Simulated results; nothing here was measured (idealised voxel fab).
process module | voxel self aligned vias
cross-section cut | 185 nm wide | cells 5 nm
A cross-section is a grid of square cells, given in bands from the top down. A band is one or more rows of cells.
Each band's line starts with the height of the band's top and of its bottom, in nm. Then come its materials from left to right, each with its width in nm. One material with "throughout" fills the band from edge to edge. "air" is empty space.
Height 0 is the level under which the wafer as received is all one material. The lowest band goes on downwards, as in "0 down".
A width such as "30 to 40" changes by the same amount from each row of cells to the next, from the band's top row to its bottom row.
"no change" after a step means that no cell of the cross-section changed.
closed voids: empty space of 8 cells or more with no open way to the top, each as width x height at its distance from the left edge, in nm
after a step's settings: what the simulator itself notes on the step
overlay nm, on a step with a mask: how far to the right of its planned place the mask lay; to the left if negative
plan
1 op RECEIVE | material Si
2 op CONFORMAL_DEP | material SiO2 | thk nm 15
3 op CONFORMAL_DEP | material SiCN | thk nm 5
4 op DIRECTIONAL_DEP | material SiO2 | thk nm 20
5 op MASKED_ETCH | tone open | mask id LINES | width nm 25 | pitch nm 50 | etch materials SiO2 | depth nm 20 | overlay nm 0
6 op CONFORMAL_DEP | material TiN | thk nm 5
7 op FILL_DEP | material W | thk nm 10
8 op CMP | height nm 40
9 op SELECTIVE_ETCH | etch materials W Ru TiN | depth nm 5
10 op FILL_DEP | material SiN | thk nm 10
11 op CMP | height nm 40
12 op DIRECTIONAL_DEP | material SiO2 | thk nm 10
13 op MASKED_ETCH | tone open | mask id VIAS | width nm 35 | pitch nm 50 | etch materials SiO2 | depth nm 20 | overlay nm 0
14 op MASKED_ETCH | tone open | mask id VIAS | width nm 35 | pitch nm 50 | etch materials SiN | depth nm 5 | overlay nm 0
15 op CONFORMAL_DEP | material TiN | thk nm 5
16 op FILL_DEP | material Cu | thk nm 10
17 op CMP | height nm 60
18 op CONFORMAL_DEP | material SiCN | thk nm 5
varied across the wafers: thk nm of step 12. The plan shows the first wafer's value. All wafers start alike
first wafer as received, after step 1
  0 down: Si throughout
  closed voids: none
each wafer at the end: cells of each material gained (+) or lost (-) since it was received, then its closed voids
thk nm 10 | +82 Cu | +74 SiCN | +219 SiO2 | +88 TiN | +18 W | closed voids: none
thk nm 15 | +60 Cu | +74 SiCN | +241 SiO2 | +88 TiN | +18 W | closed voids: none
thk nm 20 | +54 Cu | +74 SiCN | +263 SiO2 | +72 TiN | +18 W | closed voids: none
thk nm 25 | +30 Cu | +74 SiCN | +15 SiN | +284 SiO2 | +60 TiN | +18 W | closed voids: none
thk nm 30 | +15 Cu | +74 SiCN | +15 SiN | +305 SiO2 | +54 TiN | +18 W | closed voids: none
thk nm 35 | +74 SiCN | +15 SiN | +326 SiO2 | +48 TiN | +18 W | closed voids: none
